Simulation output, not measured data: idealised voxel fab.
process module | voxel wiring stack
cross-section cut | 270 nm wide | cells 5 nm
A cross-section is a grid of square cells, given in bands from the top down. A band is one or more rows of cells.
Each band's line starts with the height of the band's top and of its bottom, in nm. Then come its materials from left to right, each with its width in nm. One material with "throughout" fills the band from edge to edge. "air" is empty space.
Height 0 is the level under which the wafer as received is all one material. The lowest band goes on downwards, as in "0 down".
A width such as "30 to 40" changes by the same amount from each row of cells to the next, from the band's top row to its bottom row.
"no change" after a step means that no cell of the cross-section changed.
closed voids: empty space of 8 cells or more with no open way to the top, each as width x height at its distance from the left edge, in nm
after a step's settings: what the simulator itself notes on the step
overlay nm, on a step with a mask: how far to the right of its planned place the mask lay; to the left if negative
plan
1 op RECEIVE | material Si
2 op CONFORMAL_DEP | material SiO2 | thk nm 15
3 op CONFORMAL_DEP | material SiCN | thk nm 5
4 op DIRECTIONAL_DEP | material SiO2 | thk nm 20
5 op PATTERN | tone open | mask id METAL_1 | material resist | width nm 25 | pitch nm 45 | thk nm 20 | overlay nm 0
6 op DIRECTIONAL_ETCH | etch materials SiO2 | depth nm 20
7 op DIRECTIONAL_ETCH | etch materials SiCN | depth nm 5
8 op STRIP | etch materials resist
9 op CONFORMAL_DEP | material TiN | thk nm 5
10 op FILL_DEP | material Ru | thk nm 5
11 op CMP | height nm 40
12 op CONFORMAL_DEP | material SiCN | thk nm 5
13 op DIRECTIONAL_DEP | material SiO2 | thk nm 10
14 op PATTERN | tone open | mask id PLUG_1 | material resist | width nm 15 | pitch nm 45 | thk nm 20 | overlay nm 0
15 op DIRECTIONAL_ETCH | etch materials SiO2 | depth nm 10
16 op DIRECTIONAL_ETCH | etch materials SiCN | depth nm 5
17 op STRIP | etch materials resist
18 op EPI | material Ru | thk nm 10
19 op EPI | material Ru | thk nm 5
20 op CONFORMAL_DEP | material SiN | thk nm 5
21 op DIRECTIONAL_DEP | material lowk | thk nm 20
22 op PATTERN | tone open | mask id METAL_2 | material resist | width nm 25 | pitch nm 45 | thk nm 20 | overlay nm 0
23 op DIRECTIONAL_ETCH | etch materials lowk | depth nm 20
24 op DIRECTIONAL_ETCH | etch materials SiN | depth nm 5
25 op STRIP | etch materials resist
26 op CONFORMAL_DEP | material TiN | thk nm 5
27 op FILL_DEP | material Cu | thk nm 5
28 op CMP | height nm 80
29 op CONFORMAL_DEP | material SiCN | thk nm 5
30 op DIRECTIONAL_DEP | material lowk | thk nm 30
31 op MASKED_ETCH | tone open | mask id METAL_3_HOLES | width nm 15 | pitch nm 90 | etch materials lowk | depth nm 30 | overlay nm 0
32 op DIRECTIONAL_DEP | material aC | thk nm 10
33 op PATTERN | tone open | mask id METAL_3 | material resist | width nm 25 | pitch nm 45 | thk nm 25 | overlay nm 0
34 op DIRECTIONAL_ETCH | etch materials aC | depth nm 10
35 op STRIP | etch materials resist
36 op DIRECTIONAL_ETCH | etch materials lowk | depth nm 15
37 op DIRECTIONAL_ETCH | etch materials SiCN | depth nm 5
38 op STRIP | etch materials aC
39 op CONFORMAL_DEP | material TiN | thk nm 5
40 op FILL_DEP | material Cu | thk nm 10
41 op CMP | height nm 115
42 op CONFORMAL_DEP | material SiN | thk nm 5
first wafer, as planned
as received, after step 1
  0 down: Si throughout
  closed voids: none
after step 2
  15 to 0: SiO2 throughout
  below 0: unchanged
after step 3
  20 to 15: SiCN throughout
  below 15: unchanged
after step 4
  40 to 20: SiO2 throughout
  below 20: unchanged
after step 5
  60 to 40: resist 55 | air 25 | resist 20 | air 25 | resist 20 | air 25 | resist 20 | air 25 | resist 55
  below 40: unchanged
after step 6
  60 to 40: resist 55 | air 25 | resist 20 | air 25 | resist 20 | air 25 | resist 20 | air 25 | resist 55
  40 to 20: SiO2 55 | air 25 | SiO2 20 | air 25 | SiO2 20 | air 25 | SiO2 20 | air 25 | SiO2 55
  below 20: unchanged
after step 7
  60 to 40: resist 55 | air 25 | resist 20 | air 25 | resist 20 | air 25 | resist 20 | air 25 | resist 55
  40 to 20: SiO2 55 | air 25 | SiO2 20 | air 25 | SiO2 20 | air 25 | SiO2 20 | air 25 | SiO2 55
  20 to 15: SiCN 55 | air 25 | SiCN 20 | air 25 | SiCN 20 | air 25 | SiCN 20 | air 25 | SiCN 55
  below 15: unchanged
after step 8
  40 to 20: SiO2 55 | air 25 | SiO2 20 | air 25 | SiO2 20 | air 25 | SiO2 20 | air 25 | SiO2 55
  below 20: unchanged
after step 9
  45 to 40: TiN 60 | air 15 | TiN 30 | air 15 | TiN 30 | air 15 | TiN 30 | air 15 | TiN 60
  40 to 20: SiO2 55 | TiN 5 | air 15 | TiN 5 | SiO2 20 | TiN 5 | air 15 | TiN 5 | SiO2 20 | TiN 5 | air 15 | TiN 5 | SiO2 20 | TiN 5 | air 15 | TiN 5 | SiO2 55
  20 to 15: SiCN 55 | TiN 25 | SiCN 20 | TiN 25 | SiCN 20 | TiN 25 | SiCN 20 | TiN 25 | SiCN 55
  below 15: unchanged
after step 10
  50 to 45: Ru throughout
  45 to 40: TiN 60 | Ru 15 | TiN 30 | Ru 15 | TiN 30 | Ru 15 | TiN 30 | Ru 15 | TiN 60
  40 to 20: SiO2 55 | TiN 5 | Ru 15 | TiN 5 | SiO2 20 | TiN 5 | Ru 15 | TiN 5 | SiO2 20 | TiN 5 | Ru 15 | TiN 5 | SiO2 20 | TiN 5 | Ru 15 | TiN 5 | SiO2 55
  below 20: unchanged
after step 11
  40 to 20: SiO2 55 | TiN 5 | Ru 15 | TiN 5 | SiO2 20 | TiN 5 | Ru 15 | TiN 5 | SiO2 20 | TiN 5 | Ru 15 | TiN 5 | SiO2 20 | TiN 5 | Ru 15 | TiN 5 | SiO2 55
  below 20: unchanged
after step 12
  45 to 40: SiCN throughout
  below 40: unchanged
after step 13
  55 to 45: SiO2 throughout
  below 45: unchanged
after step 14
  75 to 55: resist 55 | air 15 | resist 30 | air 15 | resist 30 | air 15 | resist 30 | air 15 | resist 65
  below 55: unchanged
after step 15
  75 to 55: resist 55 | air 15 | resist 30 | air 15 | resist 30 | air 15 | resist 30 | air 15 | resist 65
  55 to 45: SiO2 55 | air 15 | SiO2 30 | air 15 | SiO2 30 | air 15 | SiO2 30 | air 15 | SiO2 65
  below 45: unchanged
after step 16
  75 to 55: resist 55 | air 15 | resist 30 | air 15 | resist 30 | air 15 | resist 30 | air 15 | resist 65
  55 to 45: SiO2 55 | air 15 | SiO2 30 | air 15 | SiO2 30 | air 15 | SiO2 30 | air 15 | SiO2 65
  45 to 40: SiCN 55 | air 15 | SiCN 30 | air 15 | SiCN 30 | air 15 | SiCN 30 | air 15 | SiCN 65
  below 40: unchanged
after step 17
  55 to 45: SiO2 55 | air 15 | SiO2 30 | air 15 | SiO2 30 | air 15 | SiO2 30 | air 15 | SiO2 65
  below 45: unchanged
after step 18
  55 to 50: SiO2 55 | air 15 | SiO2 30 | air 15 | SiO2 30 | air 15 | SiO2 30 | air 15 | SiO2 65
  50 to 45: SiO2 55 | Ru 15 | SiO2 30 | Ru 15 | SiO2 30 | Ru 15 | SiO2 30 | Ru 15 | SiO2 65
  45 to 40: SiCN 55 | Ru 15 | SiCN 30 | Ru 15 | SiCN 30 | Ru 15 | SiCN 30 | Ru 15 | SiCN 65
  below 40: unchanged
after step 19
  55 to 45: SiO2 55 | Ru 15 | SiO2 30 | Ru 15 | SiO2 30 | Ru 15 | SiO2 30 | Ru 15 | SiO2 65
  below 45: unchanged
after step 20
  60 to 55: SiN throughout
  below 55: unchanged
after step 21
  80 to 60: lowk throughout
  below 60: unchanged
after step 22
  100 to 80: resist 55 | air 25 | resist 20 | air 25 | resist 20 | air 25 | resist 20 | air 25 | resist 55
  below 80: unchanged
after step 23
  100 to 80: resist 55 | air 25 | resist 20 | air 25 | resist 20 | air 25 | resist 20 | air 25 | resist 55
  80 to 60: lowk 55 | air 25 | lowk 20 | air 25 | lowk 20 | air 25 | lowk 20 | air 25 | lowk 55
  below 60: unchanged
after step 24
  100 to 80: resist 55 | air 25 | resist 20 | air 25 | resist 20 | air 25 | resist 20 | air 25 | resist 55
  80 to 60: lowk 55 | air 25 | lowk 20 | air 25 | lowk 20 | air 25 | lowk 20 | air 25 | lowk 55
  60 to 55: SiN 55 | air 25 | SiN 20 | air 25 | SiN 20 | air 25 | SiN 20 | air 25 | SiN 55
  below 55: unchanged
after step 25
  80 to 60: lowk 55 | air 25 | lowk 20 | air 25 | lowk 20 | air 25 | lowk 20 | air 25 | lowk 55
  below 60: unchanged
after step 26
  85 to 80: TiN 60 | air 15 | TiN 30 | air 15 | TiN 30 | air 15 | TiN 30 | air 15 | TiN 60
  80 to 60: lowk 55 | TiN 5 | air 15 | TiN 5 | lowk 20 | TiN 5 | air 15 | TiN 5 | lowk 20 | TiN 5 | air 15 | TiN 5 | lowk 20 | TiN 5 | air 15 | TiN 5 | lowk 55
  60 to 55: SiN 55 | TiN 25 | SiN 20 | TiN 25 | SiN 20 | TiN 25 | SiN 20 | TiN 25 | SiN 55
  below 55: unchanged
after step 27
  90 to 85: Cu throughout
  85 to 80: TiN 60 | Cu 15 | TiN 30 | Cu 15 | TiN 30 | Cu 15 | TiN 30 | Cu 15 | TiN 60
  80 to 60: lowk 55 | TiN 5 | Cu 15 | TiN 5 | lowk 20 | TiN 5 | Cu 15 | TiN 5 | lowk 20 | TiN 5 | Cu 15 | TiN 5 | lowk 20 | TiN 5 | Cu 15 | TiN 5 | lowk 55
  below 60: unchanged
after step 28
  80 to 60: lowk 55 | TiN 5 | Cu 15 | TiN 5 | lowk 20 | TiN 5 | Cu 15 | TiN 5 | lowk 20 | TiN 5 | Cu 15 | TiN 5 | lowk 20 | TiN 5 | Cu 15 | TiN 5 | lowk 55
  below 60: unchanged
after step 29
  85 to 80: SiCN throughout
  below 80: unchanged
after step 30
  115 to 85: lowk throughout
  below 85: unchanged
after step 31
  115 to 85: lowk 55 | air 15 | lowk 75 | air 15 | lowk 110
  below 85: unchanged
after step 32
  125 to 115: aC 55 | air 15 | aC 75 | air 15 | aC 110
  115 to 95: lowk 55 | air 15 | lowk 75 | air 15 | lowk 110
  95 to 85: lowk 55 | aC 15 | lowk 75 | aC 15 | lowk 110
  below 85: unchanged
after step 33
  150 to 125: resist 55 | air 25 | resist 20 | air 25 | resist 20 | air 25 | resist 20 | air 25 | resist 55
  below 125: unchanged
after step 34
  140 to 125: resist 55 | air 25 | resist 20 | air 25 | resist 20 | air 25 | resist 20 | air 25 | resist 55
  125 to 115: aC 55 | air 25 | aC 20 | air 25 | aC 20 | air 25 | aC 20 | air 25 | aC 55
  115 to 85: lowk 55 | air 15 | lowk 75 | air 15 | lowk 110
  below 85: unchanged
after step 35
  125 to 115: aC 55 | air 25 | aC 20 | air 25 | aC 20 | air 25 | aC 20 | air 25 | aC 55
  below 115: unchanged
after step 36
  125 to 115: aC 55 | air 25 | aC 20 | air 25 | aC 20 | air 25 | aC 20 | air 25 | aC 55
  115 to 100: lowk 55 | air 25 | lowk 20 | air 25 | lowk 20 | air 25 | lowk 20 | air 25 | lowk 55
  below 100: unchanged
after step 37
  125 to 115: aC 55 | air 25 | aC 20 | air 25 | aC 20 | air 25 | aC 20 | air 25 | aC 55
  115 to 100: lowk 55 | air 25 | lowk 20 | air 25 | lowk 20 | air 25 | lowk 20 | air 25 | lowk 55
  100 to 85: lowk 55 | air 15 | lowk 75 | air 15 | lowk 110
  85 to 80: SiCN 55 | air 15 | SiCN 75 | air 15 | SiCN 110
  below 80: unchanged
after step 38
  115 to 100: lowk 55 | air 25 | lowk 20 | air 25 | lowk 20 | air 25 | lowk 20 | air 25 | lowk 55
  below 100: unchanged
after step 39
  120 to 115: TiN 60 | air 15 | TiN 30 | air 15 | TiN 30 | air 15 | TiN 30 | air 15 | TiN 60
  115 to 105: lowk 55 | TiN 5 | air 15 | TiN 5 | lowk 20 | TiN 5 | air 15 | TiN 5 | lowk 20 | TiN 5 | air 15 | TiN 5 | lowk 20 | TiN 5 | air 15 | TiN 5 | lowk 55
  105 to 100: lowk 55 | TiN 5 | air 5 | TiN 15 | lowk 20 | TiN 25 | lowk 20 | TiN 5 | air 5 | TiN 15 | lowk 20 | TiN 25 | lowk 55
  100 to 85: lowk 55 | TiN 5 | air 5 | TiN 5 | lowk 75 | TiN 5 | air 5 | TiN 5 | lowk 110
  85 to 80: SiCN 55 | TiN 15 | SiCN 75 | TiN 15 | SiCN 110
  below 80: unchanged
after step 40
  130 to 120: Cu throughout
  120 to 115: TiN 60 | Cu 15 | TiN 30 | Cu 15 | TiN 30 | Cu 15 | TiN 30 | Cu 15 | TiN 60
  115 to 105: lowk 55 | TiN 5 | Cu 15 | TiN 5 | lowk 20 | TiN 5 | Cu 15 | TiN 5 | lowk 20 | TiN 5 | Cu 15 | TiN 5 | lowk 20 | TiN 5 | Cu 15 | TiN 5 | lowk 55
  105 to 100: lowk 55 | TiN 5 | Cu 5 | TiN 15 | lowk 20 | TiN 25 | lowk 20 | TiN 5 | Cu 5 | TiN 15 | lowk 20 | TiN 25 | lowk 55
  100 to 85: lowk 55 | TiN 5 | Cu 5 | TiN 5 | lowk 75 | TiN 5 | Cu 5 | TiN 5 | lowk 110
  below 85: unchanged
after step 41
  115 to 105: lowk 55 | TiN 5 | Cu 15 | TiN 5 | lowk 20 | TiN 5 | Cu 15 | TiN 5 | lowk 20 | TiN 5 | Cu 15 | TiN 5 | lowk 20 | TiN 5 | Cu 15 | TiN 5 | lowk 55
  below 105: unchanged
after step 42
  120 to 115: SiN throughout
  below 115: unchanged
second wafer: like start, like plan, one mistake. Through step 3 it matches the first wafer
when step 4 should have ended
  35 to 20: SiO2 throughout
  below 20: unchanged
when step 5 should have ended
  55 to 35: resist 55 | air 25 | resist 20 | air 25 | resist 20 | air 25 | resist 20 | air 25 | resist 55
  below 35: unchanged
when step 6 should have ended
  55 to 35: resist 55 | air 25 | resist 20 | air 25 | resist 20 | air 25 | resist 20 | air 25 | resist 55
  35 to 20: SiO2 55 | air 25 | SiO2 20 | air 25 | SiO2 20 | air 25 | SiO2 20 | air 25 | SiO2 55
  below 20: unchanged
when step 7 should have ended
  55 to 35: resist 55 | air 25 | resist 20 | air 25 | resist 20 | air 25 | resist 20 | air 25 | resist 55
  35 to 20: SiO2 55 | air 25 | SiO2 20 | air 25 | SiO2 20 | air 25 | SiO2 20 | air 25 | SiO2 55
  20 to 15: SiCN 55 | air 25 | SiCN 20 | air 25 | SiCN 20 | air 25 | SiCN 20 | air 25 | SiCN 55
  below 15: unchanged
when step 8 should have ended
  35 to 20: SiO2 55 | air 25 | SiO2 20 | air 25 | SiO2 20 | air 25 | SiO2 20 | air 25 | SiO2 55
  below 20: unchanged
when step 9 should have ended
  40 to 35: TiN 60 | air 15 | TiN 30 | air 15 | TiN 30 | air 15 | TiN 30 | air 15 | TiN 60
  35 to 20: SiO2 55 | TiN 5 | air 15 | TiN 5 | SiO2 20 | TiN 5 | air 15 | TiN 5 | SiO2 20 | TiN 5 | air 15 | TiN 5 | SiO2 20 | TiN 5 | air 15 | TiN 5 | SiO2 55
  20 to 15: SiCN 55 | TiN 25 | SiCN 20 | TiN 25 | SiCN 20 | TiN 25 | SiCN 20 | TiN 25 | SiCN 55
  below 15: unchanged
when step 10 should have ended
  45 to 40: Ru throughout
  40 to 35: TiN 60 | Ru 15 | TiN 30 | Ru 15 | TiN 30 | Ru 15 | TiN 30 | Ru 15 | TiN 60
  35 to 20: SiO2 55 | TiN 5 | Ru 15 | TiN 5 | SiO2 20 | TiN 5 | Ru 15 | TiN 5 | SiO2 20 | TiN 5 | Ru 15 | TiN 5 | SiO2 20 | TiN 5 | Ru 15 | TiN 5 | SiO2 55
  below 20: unchanged
when step 11 should have ended
  40 to 35: TiN 60 | Ru 15 | TiN 30 | Ru 15 | TiN 30 | Ru 15 | TiN 30 | Ru 15 | TiN 60
  below 35: unchanged
when step 12 should have ended
  45 to 40: SiCN throughout
  below 40: unchanged
when step 13 should have ended
  55 to 45: SiO2 throughout
  below 45: unchanged
when step 14 should have ended
  75 to 55: resist 55 | air 15 | resist 30 | air 15 | resist 30 | air 15 | resist 30 | air 15 | resist 65
  below 55: unchanged
when step 15 should have ended
  75 to 55: resist 55 | air 15 | resist 30 | air 15 | resist 30 | air 15 | resist 30 | air 15 | resist 65
  55 to 45: SiO2 55 | air 15 | SiO2 30 | air 15 | SiO2 30 | air 15 | SiO2 30 | air 15 | SiO2 65
  below 45: unchanged
when step 16 should have ended
  75 to 55: resist 55 | air 15 | resist 30 | air 15 | resist 30 | air 15 | resist 30 | air 15 | resist 65
  55 to 45: SiO2 55 | air 15 | SiO2 30 | air 15 | SiO2 30 | air 15 | SiO2 30 | air 15 | SiO2 65
  45 to 40: SiCN 55 | air 15 | SiCN 30 | air 15 | SiCN 30 | air 15 | SiCN 30 | air 15 | SiCN 65
  below 40: unchanged
when step 17 should have ended
  55 to 45: SiO2 55 | air 15 | SiO2 30 | air 15 | SiO2 30 | air 15 | SiO2 30 | air 15 | SiO2 65
  below 45: unchanged
when step 18 should have ended
  55 to 50: SiO2 55 | air 15 | SiO2 30 | air 15 | SiO2 30 | air 15 | SiO2 30 | air 15 | SiO2 65
  50 to 45: SiO2 55 | Ru 15 | SiO2 30 | Ru 15 | SiO2 30 | Ru 15 | SiO2 30 | Ru 15 | SiO2 65
  45 to 40: SiCN 55 | Ru 15 | SiCN 30 | Ru 15 | SiCN 30 | Ru 15 | SiCN 30 | Ru 15 | SiCN 65
  below 40: unchanged
when step 19 should have ended
  55 to 45: SiO2 55 | Ru 15 | SiO2 30 | Ru 15 | SiO2 30 | Ru 15 | SiO2 30 | Ru 15 | SiO2 65
  below 45: unchanged
when step 20 should have ended
  60 to 55: SiN throughout
  below 55: unchanged
when step 21 should have ended
  80 to 60: lowk throughout
  below 60: unchanged
when step 22 should have ended
  100 to 80: resist 55 | air 25 | resist 20 | air 25 | resist 20 | air 25 | resist 20 | air 25 | resist 55
  below 80: unchanged
when step 23 should have ended
  100 to 80: resist 55 | air 25 | resist 20 | air 25 | resist 20 | air 25 | resist 20 | air 25 | resist 55
  80 to 60: lowk 55 | air 25 | lowk 20 | air 25 | lowk 20 | air 25 | lowk 20 | air 25 | lowk 55
  below 60: unchanged
when step 24 should have ended
  100 to 80: resist 55 | air 25 | resist 20 | air 25 | resist 20 | air 25 | resist 20 | air 25 | resist 55
  80 to 60: lowk 55 | air 25 | lowk 20 | air 25 | lowk 20 | air 25 | lowk 20 | air 25 | lowk 55
  60 to 55: SiN 55 | air 25 | SiN 20 | air 25 | SiN 20 | air 25 | SiN 20 | air 25 | SiN 55
  below 55: unchanged
when step 25 should have ended
  80 to 60: lowk 55 | air 25 | lowk 20 | air 25 | lowk 20 | air 25 | lowk 20 | air 25 | lowk 55
  below 60: unchanged
when step 26 should have ended
  85 to 80: TiN 60 | air 15 | TiN 30 | air 15 | TiN 30 | air 15 | TiN 30 | air 15 | TiN 60
  80 to 60: lowk 55 | TiN 5 | air 15 | TiN 5 | lowk 20 | TiN 5 | air 15 | TiN 5 | lowk 20 | TiN 5 | air 15 | TiN 5 | lowk 20 | TiN 5 | air 15 | TiN 5 | lowk 55
  60 to 55: SiN 55 | TiN 25 | SiN 20 | TiN 25 | SiN 20 | TiN 25 | SiN 20 | TiN 25 | SiN 55
  below 55: unchanged
when step 27 should have ended
  90 to 85: Cu throughout
  85 to 80: TiN 60 | Cu 15 | TiN 30 | Cu 15 | TiN 30 | Cu 15 | TiN 30 | Cu 15 | TiN 60
  80 to 60: lowk 55 | TiN 5 | Cu 15 | TiN 5 | lowk 20 | TiN 5 | Cu 15 | TiN 5 | lowk 20 | TiN 5 | Cu 15 | TiN 5 | lowk 20 | TiN 5 | Cu 15 | TiN 5 | lowk 55
  below 60: unchanged
when step 28 should have ended
  80 to 60: lowk 55 | TiN 5 | Cu 15 | TiN 5 | lowk 20 | TiN 5 | Cu 15 | TiN 5 | lowk 20 | TiN 5 | Cu 15 | TiN 5 | lowk 20 | TiN 5 | Cu 15 | TiN 5 | lowk 55
  below 60: unchanged
when step 29 should have ended
  85 to 80: SiCN throughout
  below 80: unchanged
when step 30 should have ended
  115 to 85: lowk throughout
  below 85: unchanged
when step 31 should have ended
  115 to 85: lowk 55 | air 15 | lowk 75 | air 15 | lowk 110
  below 85: unchanged
when step 32 should have ended
  125 to 115: aC 55 | air 15 | aC 75 | air 15 | aC 110
  115 to 95: lowk 55 | air 15 | lowk 75 | air 15 | lowk 110
  95 to 85: lowk 55 | aC 15 | lowk 75 | aC 15 | lowk 110
  below 85: unchanged
when step 33 should have ended
  150 to 125: resist 55 | air 25 | resist 20 | air 25 | resist 20 | air 25 | resist 20 | air 25 | resist 55
  below 125: unchanged
when step 34 should have ended
  140 to 125: resist 55 | air 25 | resist 20 | air 25 | resist 20 | air 25 | resist 20 | air 25 | resist 55
  125 to 115: aC 55 | air 25 | aC 20 | air 25 | aC 20 | air 25 | aC 20 | air 25 | aC 55
  115 to 85: lowk 55 | air 15 | lowk 75 | air 15 | lowk 110
  below 85: unchanged
when step 35 should have ended
  125 to 115: aC 55 | air 25 | aC 20 | air 25 | aC 20 | air 25 | aC 20 | air 25 | aC 55
  below 115: unchanged
when step 36 should have ended
  125 to 115: aC 55 | air 25 | aC 20 | air 25 | aC 20 | air 25 | aC 20 | air 25 | aC 55
  115 to 100: lowk 55 | air 25 | lowk 20 | air 25 | lowk 20 | air 25 | lowk 20 | air 25 | lowk 55
  below 100: unchanged
when step 37 should have ended
  125 to 115: aC 55 | air 25 | aC 20 | air 25 | aC 20 | air 25 | aC 20 | air 25 | aC 55
  115 to 100: lowk 55 | air 25 | lowk 20 | air 25 | lowk 20 | air 25 | lowk 20 | air 25 | lowk 55
  100 to 85: lowk 55 | air 15 | lowk 75 | air 15 | lowk 110
  85 to 80: SiCN 55 | air 15 | SiCN 75 | air 15 | SiCN 110
  below 80: unchanged
when step 38 should have ended
  115 to 100: lowk 55 | air 25 | lowk 20 | air 25 | lowk 20 | air 25 | lowk 20 | air 25 | lowk 55
  below 100: unchanged
when step 39 should have ended
  120 to 115: TiN 60 | air 15 | TiN 30 | air 15 | TiN 30 | air 15 | TiN 30 | air 15 | TiN 60
  115 to 105: lowk 55 | TiN 5 | air 15 | TiN 5 | lowk 20 | TiN 5 | air 15 | TiN 5 | lowk 20 | TiN 5 | air 15 | TiN 5 | lowk 20 | TiN 5 | air 15 | TiN 5 | lowk 55
  105 to 100: lowk 55 | TiN 5 | air 5 | TiN 15 | lowk 20 | TiN 25 | lowk 20 | TiN 5 | air 5 | TiN 15 | lowk 20 | TiN 25 | lowk 55
  100 to 85: lowk 55 | TiN 5 | air 5 | TiN 5 | lowk 75 | TiN 5 | air 5 | TiN 5 | lowk 110
  85 to 80: SiCN 55 | TiN 15 | SiCN 75 | TiN 15 | SiCN 110
  below 80: unchanged
when step 40 should have ended
  130 to 120: Cu throughout
  120 to 115: TiN 60 | Cu 15 | TiN 30 | Cu 15 | TiN 30 | Cu 15 | TiN 30 | Cu 15 | TiN 60
  115 to 105: lowk 55 | TiN 5 | Cu 15 | TiN 5 | lowk 20 | TiN 5 | Cu 15 | TiN 5 | lowk 20 | TiN 5 | Cu 15 | TiN 5 | lowk 20 | TiN 5 | Cu 15 | TiN 5 | lowk 55
  105 to 100: lowk 55 | TiN 5 | Cu 5 | TiN 15 | lowk 20 | TiN 25 | lowk 20 | TiN 5 | Cu 5 | TiN 15 | lowk 20 | TiN 25 | lowk 55
  100 to 85: lowk 55 | TiN 5 | Cu 5 | TiN 5 | lowk 75 | TiN 5 | Cu 5 | TiN 5 | lowk 110
  below 85: unchanged
when step 41 should have ended
  115 to 105: lowk 55 | TiN 5 | Cu 15 | TiN 5 | lowk 20 | TiN 5 | Cu 15 | TiN 5 | lowk 20 | TiN 5 | Cu 15 | TiN 5 | lowk 20 | TiN 5 | Cu 15 | TiN 5 | lowk 55
  below 105: unchanged
when step 42 should have ended
  120 to 115: SiN throughout
  below 115: unchanged
what went wrong: step 4 ran as: op DIRECTIONAL_DEP | material SiO2 | thk nm 15
at the end the second wafer has, in cells: 34 fewer of SiO2 | 34 more of TiN
